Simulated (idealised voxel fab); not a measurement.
Title: Process Module voxel wiring stack
The width of the displayed cross-section, cut, is 165 nm; its cells are square, with a size of 5 nm.
Cross-section format: a grid of square cells, given as bands from top to bottom; each band is one or more rows of cells.
Basically the band line says how high the top is and how high the bottom is, in nm, and then what's in it from left to right, every material with its width in nm. Empty space shows up as "empty", and if a single material carries "throughout" it runs the full band edge to edge.
Height 0 is the level under which the wafer as received is all one material. The lowest band goes on downwards, as in "0..down".
A width such as "30..40" changes by the same amount from each row of cells to the next, from the band's top row to its bottom row.
It should be understood that the words "no alterations made", when stated for a given step, signify that the cross-section underwent no change in any of its cells during that step.
Heads up: "Unvented cavities" only lists the empty pockets with no open path to the top that are 8 cells or more, and it writes them as width x height at distance, distance from the left edge, in nm.
If you see something after the settings on a step's line, that's the simulator's own remark about that step.
The "overlay nm" setting may appear on a step's line; for a step that uses a mask, it gives how far to the right of its planned position the mask lay, and a negative value indicates the left.
Below you will find pairs of cross-sections. In each, one shows the wafer before one process step and the other after it, with the after view ending at the lowest band that changed. Under each pair is the step separating them, along with its settings. Do not assume the pairs form a chain: they can come from different runs of this module on the same starting wafer, and a pair continues from the pair above it only when its "Incoming structure" entry says so.
**Incoming structure**
	130..115  Ru 30 nm, then empty 15 nm, then Ru 25 nm, then empty 15 nm, then Ru 25 nm, then empty 15 nm, then Ru 40 nm
	115..110  TiN 30 nm, then empty 15 nm, then TiN 25 nm, then empty 15 nm, then TiN 25 nm, then empty 15 nm, then TiN 40 nm
	110..105  lowk 30 nm, then empty 15 nm, then lowk 25 nm, then empty 15 nm, then lowk 25 nm, then empty 15 nm, then lowk 40 nm
	105..90  lowk 30 nm, then Ru 15 nm, then lowk 25 nm, then Ru 15 nm, then lowk 25 nm, then Ru 15 nm, then lowk 40 nm
	90..85  SiCN 30 nm, then TiN 15 nm, then SiCN 25 nm, then TiN 15 nm, then SiCN 25 nm, then TiN 15 nm, then SiCN 40 nm
	85..70  Ru 30 nm, then lowk 20 nm, then Ru 20 nm, then lowk 20 nm, then Ru 20 nm, then lowk 20 nm, then Ru 35 nm
	70..65  TiN 30 nm, then lowk 20 nm, then TiN 20 nm, then lowk 20 nm, then TiN 20 nm, then lowk 20 nm, then TiN 35 nm
	65..45  SiO2 30 nm, then TiN 5 nm, then Cu 5 nm, then TiN 5 nm, then SiO2 25 nm, then TiN 5 nm, then Cu 5 nm, then TiN 5 nm, then SiO2 25 nm, then TiN 5 nm, then Cu 5 nm, then TiN 5 nm, then SiO2 40 nm
	45..40  SiCN 30 nm, then TiN 15 nm, then SiCN 25 nm, then TiN 15 nm, then SiCN 25 nm, then TiN 15 nm, then SiCN 40 nm
	40..15  lowk 25 nm, then SiCN 5 nm, then W 20 nm, then SiCN 5 nm, then lowk 10 nm, then SiCN 5 nm, then W 20 nm, then SiCN 5 nm, then lowk 10 nm, then SiCN 5 nm, then W 20 nm, then SiCN 5 nm, then lowk 30 nm
	15..10  SiCN 30 nm, then TiN 20 nm, then SiCN 20 nm, then TiN 20 nm, then SiCN 20 nm, then TiN 20 nm, then SiCN 35 nm
	10..0  SiO2 throughout
	0..down  Si throughout
	Unvented cavities: none
**As Processed**
	140..130  aC 30 nm, then empty 15 nm, then aC 25 nm, then empty 15 nm, then aC 25 nm, then empty 15 nm, then aC 40 nm
	130..115  Ru 30 nm, then empty 15 nm, then Ru 25 nm, then empty 15 nm, then Ru 25 nm, then empty 15 nm, then Ru 40 nm
	115..110  TiN 30 nm, then aC 15 nm, then TiN 25 nm, then aC 15 nm, then TiN 25 nm, then aC 15 nm, then TiN 40 nm
	110..105  lowk 30 nm, then aC 15 nm, then lowk 25 nm, then aC 15 nm, then lowk 25 nm, then aC 15 nm, then lowk 40 nm
	Note: structure below 105 unchanged.
	Unvented cavities: none
Can you name the step between the two cross-sections above? It is DIRECTIONAL_DEP with material aC, thk nm 10
Incoming structure: it's just the after picture from the pair right above this one.
**As Processed**
	165..140  empty 30 nm, then resist 20 nm, then empty 20 nm, then resist 20 nm, then empty 20 nm, then resist 20 nm, then empty 35 nm
	140..130  aC 30 nm, then resist 15 nm, then aC 25 nm, then resist 15 nm, then aC 25 nm, then resist 15 nm, then aC 40 nm
	130..115  Ru 30 nm, then resist 15 nm, then Ru 25 nm, then resist 15 nm, then Ru 25 nm, then resist 15 nm, then Ru 40 nm
	Note: structure below 115 unchanged.
	Unvented cavities: none
Can you name the step between the two cross-sections above? It is PATTERN with tone cover, mask id METAL_3, material resist, width nm 20, pitch nm 40, thk nm 25, overlay nm 0
Incoming structure: it's just the after picture from the pair right above this one.
**As Processed**
	155..140  empty 30 nm, then resist 20 nm, then empty 20 nm, then resist 20 nm, then empty 20 nm, then resist 20 nm, then empty 35 nm
	140..130  empty 30 nm, then resist 15 nm, then aC 5 nm, then empty 20 nm, then resist 15 nm, then aC 5 nm, then empty 20 nm, then resist 15 nm, then aC 5 nm, then empty 35 nm
	Note: structure below 130 unchanged.
	Unvented cavities: none
Can you name the step between the two cross-sections above? It is DIRECTIONAL_ETCH with etch materials aC, depth nm 10
Incoming structure: it's just the after picture from the pair right above this one.
**As Processed**
	140..130  empty 45 nm, then aC 5 nm, then empty 35 nm, then aC 5 nm, then empty 35 nm, then aC 5 nm, then empty 35 nm
	130..115  Ru 30 nm, then empty 15 nm, then Ru 25 nm, then empty 15 nm, then Ru 25 nm, then empty 15 nm, then Ru 40 nm
	Note: structure below 115 unchanged.
	Unvented cavities: none
Can you name the step between the two cross-sections above? It is STRIP with etch materials resist
Incoming structure: it's just the after picture from the pair right above this one.
**As Processed**
	140..130  empty 45 nm, then aC 5 nm, then empty 35 nm, then aC 5 nm, then empty 35 nm, then aC 5 nm, then empty 35 nm
	130..115  empty 45 nm, then Ru 5 nm, then empty 35 nm, then Ru 5 nm, then empty 35 nm, then Ru 5 nm, then empty 35 nm
	Note: structure below 115 unchanged.
	Unvented cavities: none
Can you name the step between the two cross-sections above? It is DIRECTIONAL_ETCH with etch materials Ru, depth nm 15
Incoming structure: it's just the after picture from the pair right above this one.
**As Processed**
	140..130  empty 45 nm, then aC 5 nm, then empty 35 nm, then aC 5 nm, then empty 35 nm, then aC 5 nm, then empty 35 nm
	130..115  empty 45 nm, then Ru 5 nm, then empty 35 nm, then Ru 5 nm, then empty 35 nm, then Ru 5 nm, then empty 35 nm
	115..110  empty 30 nm, then aC 15 nm, then TiN 5 nm, then empty 20 nm, then aC 15 nm, then TiN 5 nm, then empty 20 nm, then aC 15 nm, then TiN 5 nm, then empty 35 nm
	Note: structure below 110 unchanged.
	Unvented cavities: none
Can you name the step between the two cross-sections above? It is DIRECTIONAL_ETCH with etch materials TiN, depth nm 5
Incoming structure: it's just the after picture from the pair right above this one.
**As Processed**
	130..115  empty 45 nm, then Ru 5 nm, then empty 35 nm, then Ru 5 nm, then empty 35 nm, then Ru 5 nm, then empty 35 nm
	115..110  empty 45 nm, then TiN 5 nm, then empty 35 nm, then TiN 5 nm, then empty 35 nm, then TiN 5 nm, then empty 35 nm
	110..105  lowk 30 nm, then empty 15 nm, then lowk 25 nm, then empty 15 nm, then lowk 25 nm, then empty 15 nm, then lowk 40 nm
	Note: structure below 105 unchanged.
	Unvented cavities: none
Can you name the step between the two cross-sections above? It is STRIP with etch materials aC
Incoming structure: it's just the after picture from the pair right above this one.
**As Processed**
	135..130  empty 40 nm, then SiN 15 nm, then empty 25 nm, then SiN 15 nm, then empty 25 nm, then SiN 15 nm, then empty 30 nm
	130..115  empty 40 nm, then SiN 5 nm, then Ru 5 nm, then SiN 5 nm, then empty 25 nm, then SiN 5 nm, then Ru 5 nm, then SiN 5 nm, then empty 25 nm, then SiN 5 nm, then Ru 5 nm, then SiN 5 nm, then empty 30 nm
	115..110  SiN 35 nm, then empty 5 nm, then SiN 5 nm, then TiN 5 nm, then SiN 25 nm, then empty 5 nm, then SiN 5 nm, then TiN 5 nm, then SiN 25 nm, then empty 5 nm, then SiN 5 nm, then TiN 5 nm, then SiN 35 nm
	110..105  lowk 30 nm, then SiN 15 nm, then lowk 25 nm, then SiN 15 nm, then lowk 25 nm, then SiN 15 nm, then lowk 40 nm
	Note: structure below 105 unchanged.
	Unvented cavities: none
Can you name the step between the two cross-sections above? It is CONFORMAL_DEP with material SiN, thk nm 5
Incoming structure: it's just the after picture from the pair right above this one.
**As Processed**
	145..135  SiO2 throughout
	135..130  SiO2 40 nm, then SiN 15 nm, then SiO2 25 nm, then SiN 15 nm, then SiO2 25 nm, then SiN 15 nm, then SiO2 30 nm
	130..115  SiO2 40 nm, then SiN 5 nm, then Ru 5 nm, then SiN 5 nm, then SiO2 25 nm, then SiN 5 nm, then Ru 5 nm, then SiN 5 nm, then SiO2 25 nm, then SiN 5 nm, then Ru 5 nm, then SiN 5 nm, then SiO2 30 nm
	115..110  SiN 35 nm, then SiO2 5 nm, then SiN 5 nm, then TiN 5 nm, then SiN 25 nm, then SiO2 5 nm, then SiN 5 nm, then TiN 5 nm, then SiN 25 nm, then SiO2 5 nm, then SiN 5 nm, then TiN 5 nm, then SiN 35 nm
	Note: structure below 110 unchanged.
	Unvented cavities: none
Can you name the step between the two cross-sections above? It is FILL_DEP with material SiO2, thk nm 10
Incoming structure: it's just the after picture from the pair right above this one.
**As Processed**
	130..115  SiO2 40 nm, then SiN 5 nm, then Ru 5 nm, then SiN 5 nm, then SiO2 25 nm, then SiN 5 nm, then Ru 5 nm, then SiN 5 nm, then SiO2 25 nm, then SiN 5 nm, then Ru 5 nm, then SiN 5 nm, then SiO2 30 nm
	Note: structure below 115 unchanged.
	Unvented cavities: none
Can you name the step between the two cross-sections above? It is CMP with height nm 130
Incoming structure: it's just the after picture from the pair right above this one.
**As Processed**
	135..130  SiCN throughout
	Note: structure below 130 unchanged.
	Unvented cavities: none
Can you name the step between the two cross-sections above? It is CONFORMAL_DEP with material SiCN, thk nm 5
Incoming structure: it's just the after picture from the pair right above this one.
**As Processed**
	155..135  lowk throughout
	Note: structure below 135 unchanged.
	Unvented cavities: none
Can you name the step between the two cross-sections above? It is DIRECTIONAL_DEP with material lowk, thk nm 20
Incoming structure: it's just the after picture from the pair right above this one.
**As Processed**
	155..135  lowk 30 nm, then empty 15 nm, then lowk 25 nm, then empty 15 nm, then lowk 25 nm, then empty 15 nm, then lowk 40 nm
	Note: structure below 135 unchanged.
	Unvented cavities: none
Can you name the step between the two cross-sections above? It is MASKED_ETCH with tone open, mask id PLUG_3, width nm 15, pitch nm 40, etch materials lowk, depth nm 20, overlay nm 0
Incoming structure: it's just the after picture from the pair right above this one.
**As Processed**
	155..135  lowk 30 nm, then empty 15 nm, then lowk 25 nm, then empty 15 nm, then lowk 25 nm, then empty 15 nm, then lowk 40 nm
	135..130  SiCN 30 nm, then empty 15 nm, then SiCN 25 nm, then empty 15 nm, then SiCN 25 nm, then empty 15 nm, then SiCN 40 nm
	Note: structure below 130 unchanged.
	Unvented cavities: none
Can you name the step between the two cross-sections above? It is MASKED_ETCH with tone open, mask id PLUG_3, width nm 15, pitch nm 40, etch materials SiCN, depth nm 5, overlay nm 0
Incoming structure: it's just the after picture from the pair right above this one.
**As Processed**
	160..155  TiN 30 nm, then empty 15 nm, then TiN 25 nm, then empty 15 nm, then TiN 25 nm, then empty 15 nm, then TiN 40 nm
	155..135  lowk 30 nm, then empty 15 nm, then lowk 25 nm, then empty 15 nm, then lowk 25 nm, then empty 15 nm, then lowk 40 nm
	135..130  SiCN 30 nm, then TiN 15 nm, then SiCN 25 nm, then TiN 15 nm, then SiCN 25 nm, then TiN 15 nm, then SiCN 40 nm
	Note: structure below 130 unchanged.
	Unvented cavities: none
Can you name the step between the two cross-sections above? It is DIRECTIONAL_DEP with material TiN, thk nm 5
Incoming structure: it's just the after picture from the pair right above this one.
**As Processed**
	175..160  W 30 nm, then empty 15 nm, then W 25 nm, then empty 15 nm, then W 25 nm, then empty 15 nm, then W 40 nm
	160..155  TiN 30 nm, then empty 15 nm, then TiN 25 nm, then empty 15 nm, then TiN 25 nm, then empty 15 nm, then TiN 40 nm
	155..150  lowk 30 nm, then empty 15 nm, then lowk 25 nm, then empty 15 nm, then lowk 25 nm, then empty 15 nm, then lowk 40 nm
	150..135  lowk 30 nm, then W 15 nm, then lowk 25 nm, then W 15 nm, then lowk 25 nm, then W 15 nm, then lowk 40 nm
	Note: structure below 135 unchanged.
	Unvented cavities: none
Can you name the step between the two cross-sections above? It is DIRECTIONAL_DEP with material W, thk nm 15
Incoming structure: it's just the after picture from the pair right above this one.
**As Processed**
	175..160  empty 45 nm, then W 5 nm, then empty 35 nm, then W 5 nm, then empty 35 nm, then W 5 nm, then empty 35 nm
	Note: structure below 160 unchanged.
	Unvented cavities: none
Can you name the step between the two cross-sections above? It is MASKED_ETCH with tone cover, mask id METAL_4, width nm 20, pitch nm 40, etch materials W, depth nm 15, overlay nm 0
Incoming structure: it's just the after picture from the pair right above this one.
**As Processed**
	175..160  empty 45 nm, then W 5 nm, then empty 35 nm, then W 5 nm, then empty 35 nm, then W 5 nm, then empty 35 nm
	160..155  empty 45 nm, then TiN 5 nm, then empty 35 nm, then TiN 5 nm, then empty 35 nm, then TiN 5 nm, then empty 35 nm
	Note: structure below 155 unchanged.
	Unvented cavities: none
Can you name the step between the two cross-sections above? It is MASKED_ETCH with tone cover, mask id METAL_4, width nm 20, pitch nm 40, etch materials TiN, depth nm 5, overlay nm 0
Incoming structure: it's just the after picture from the pair right above this one.
**As Processed**
	185..175  SiO2 throughout
	175..160  SiO2 45 nm, then W 5 nm, then SiO2 35 nm, then W 5 nm, then SiO2 35 nm, then W 5 nm, then SiO2 35 nm
	160..155  SiO2 45 nm, then TiN 5 nm, then SiO2 35 nm, then TiN 5 nm, then SiO2 35 nm, then TiN 5 nm, then SiO2 35 nm
	155..150  lowk 30 nm, then SiO2 15 nm, then lowk 25 nm, then SiO2 15 nm, then lowk 25 nm, then SiO2 15 nm, then lowk 40 nm
	Note: structure below 150 unchanged.
	Unvented cavities: none
Can you name the step between the two cross-sections above? It is FILL_DEP with material SiO2, thk nm 10
Incoming structure: it's just the after picture from the pair right above this one.
**As Processed**
	175..160  SiO2 45 nm, then W 5 nm, then SiO2 35 nm, then W 5 nm, then SiO2 35 nm, then W 5 nm, then SiO2 35 nm
	Note: structure below 160 unchanged.
	Unvented cavities: none
Can you name the step between the two cross-sections above? It is CMP with height nm 175
Incoming structure: it's just the after picture from the pair right above this one.
**As Processed**
	180..175  SiCN throughout
	Note: structure below 175 unchanged.
	Unvented cavities: none
Can you name the step between the two cross-sections above? It is CONFORMAL_DEP with material SiCN, thk nm 5
